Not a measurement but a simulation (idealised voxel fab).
Herein follows the process module entitled voxel air gaps.
It is cross-section cut that appears here, measuring 215 nm in width, its square cells being 5 nm in size.
Cross-section layout: square cells on a grid; listed as bands, top to bottom; a band spans one or more cell rows.
For a band, the entry starts with two heights in nm, that of the top and then that of the bottom, and carries on with the band's materials in order from left to right, each alongside its width in nm; the word "all across" beside a single material means it fills the band edge to edge, and "air" means empty space.
The reference from which all heights are counted is 0, the level beneath which the as-received wafer is entirely one material; the lowest band, having no lower bound, proceeds downward and is written after the example "0 down".
Width spec "30->40" -> top row of cells at first value, bottom row at second value, equal per-row change in between.
Step marked "no alteration"? Then no cell in the cross-section changed in it.
The entry "Enclosed cavities" lists the empty spaces that cover at least 8 cells and have no open path to the top. Each is written as width x height at distance, where the distance is measured from the left edge and all three values are in nm.
Post-settings text on a step line: simulator's own remark regarding the step.
overlay nm, on a step with a mask: how far to the right of its planned place the mask lay; to the left if negative

Here's what the planned process steps look like:
- 1: RECEIVE [material Si]
- 2: CONFORMAL_DEP [material SiO2] [thk nm 15]
- 3: CONFORMAL_DEP [material SiCN] [thk nm 5]
- 4: DIRECTIONAL_DEP [material SiO2] [thk nm 30]
- 5: PATTERN [tone open] [mask id LINES] [material resist] [width nm 15] [pitch nm 45] [thk nm 20] [overlay nm 0]
- 6: DIRECTIONAL_ETCH [etch materials SiO2] [depth nm 30]
- 7: STRIP [etch materials resist]
- 8: CONFORMAL_DEP [material TiN] [thk nm 5]
- 9: FILL_DEP [material W] [thk nm 5]
- 10: CMP [height nm 50]
- 11: EPI [material Ru] [thk nm 10]
- 12: SELECTIVE_ETCH [etch materials SiO2] [depth nm 40]
- 13: CONFORMAL_DEP [material SiCN] [thk nm 5]
Among the wafers covered here, the point of difference is the thk nm at step 3; their starting state is shared, and the plan presents the value of the first wafer.

first wafer as received, after step 1:
    0 down  Si all across
    Enclosed cavities: none

End of module: cross-section of the first of several wafers after step 13, the last step:
    65 to 60  air 15 nm, SiCN 180 nm, air 20 nm
    60 to 50  air 15 nm, SiCN 5 nm, Ru 35 nm, SiCN 10 nm, Ru 35 nm, SiCN 10 nm, Ru 35 nm, SiCN 10 nm, Ru 35 nm, SiCN 5 nm, air 20 nm
    50 to 45  air 15 nm, SiCN 15 nm, TiN 5 nm, W 5 nm, TiN 5 nm, SiCN 30 nm, TiN 5 nm, W 5 nm, TiN 5 nm, SiCN 30 nm, TiN 5 nm, W 5 nm, TiN 5 nm, SiCN 30 nm, TiN 5 nm, W 5 nm, TiN 5 nm, SiCN 15 nm, air 20 nm
    45 to 25  air 25 nm, SiCN 5 nm, TiN 5 nm, W 5 nm, TiN 5 nm, SiCN 5 nm, air 20 nm, SiCN 5 nm, TiN 5 nm, W 5 nm, TiN 5 nm, SiCN 5 nm, air 20 nm, SiCN 5 nm, TiN 5 nm, W 5 nm, TiN 5 nm, SiCN 5 nm, air 20 nm, SiCN 5 nm, TiN 5 nm, W 5 nm, TiN 5 nm, SiCN 5 nm, air 30 nm
    25 to 20  SiCN 30 nm, TiN 15 nm, SiCN 30 nm, TiN 15 nm, SiCN 30 nm, TiN 15 nm, SiCN 30 nm, TiN 15 nm, SiCN 35 nm
    20 to 15  SiCN all across
    15 to 0  SiO2 all across
    0 down  Si all across
    Enclosed cavities: 20 x 20 at 50; 20 x 20 at 95; 20 x 20 at 140

Here's the last wafer cross-sectioned at the end of the module:
    65 to 60  air 15 nm, SiCN 180 nm, air 20 nm
    60 to 50  air 15 nm, SiCN 5 nm, Ru 35 nm, SiCN 10 nm, Ru 35 nm, SiCN 10 nm, Ru 35 nm, SiCN 10 nm, Ru 35 nm, SiCN 5 nm, air 20 nm
    50 to 45  air 15 nm, SiCN 15 nm, TiN 5 nm, W 5 nm, TiN 5 nm, SiCN 30 nm, TiN 5 nm, W 5 nm, TiN 5 nm, SiCN 30 nm, TiN 5 nm, W 5 nm, TiN 5 nm, SiCN 30 nm, TiN 5 nm, W 5 nm, TiN 5 nm, SiCN 15 nm, air 20 nm
    45 to 40  air 25 nm, SiCN 5 nm, TiN 5 nm, W 5 nm, TiN 5 nm, SiCN 5 nm, air 20 nm, SiCN 5 nm, TiN 5 nm, W 5 nm, TiN 5 nm, SiCN 5 nm, air 20 nm, SiCN 5 nm, TiN 5 nm, W 5 nm, TiN 5 nm, SiCN 5 nm, air 20 nm, SiCN 5 nm, TiN 5 nm, W 5 nm, TiN 5 nm, SiCN 5 nm, air 30 nm
    40 to 35  SiCN 30 nm, TiN 15 nm, SiCN 30 nm, TiN 15 nm, SiCN 30 nm, TiN 15 nm, SiCN 30 nm, TiN 15 nm, SiCN 35 nm
    35 to 15  SiCN all across
    15 to 0  SiO2 all across
    0 down  Si all across
    Enclosed cavities: none

Per wafer (row), end of module: delta in cells per material since receipt, (+) for gained, (-) for lost; closed voids after that:
thk nm 5; +56 Ru; +182 SiCN; +129 SiO2; +52 TiN; +20 W; Enclosed cavities: 20 x 20 at 50; 20 x 20 at 95; 20 x 20 at 140
thk nm 10; +56 Ru; +217 SiCN; +129 SiO2; +44 TiN; +16 W; Enclosed cavities: 20 x 15 at 50; 20 x 15 at 95; 20 x 15 at 140
thk nm 15; +56 Ru; +252 SiCN; +129 SiO2; +36 TiN; +12 W; Enclosed cavities: 20 x 10 at 50; 20 x 10 at 95; 20 x 10 at 140
thk nm 20; +56 Ru; +287 SiCN; +129 SiO2; +28 TiN; +8 W; Enclosed cavities: none
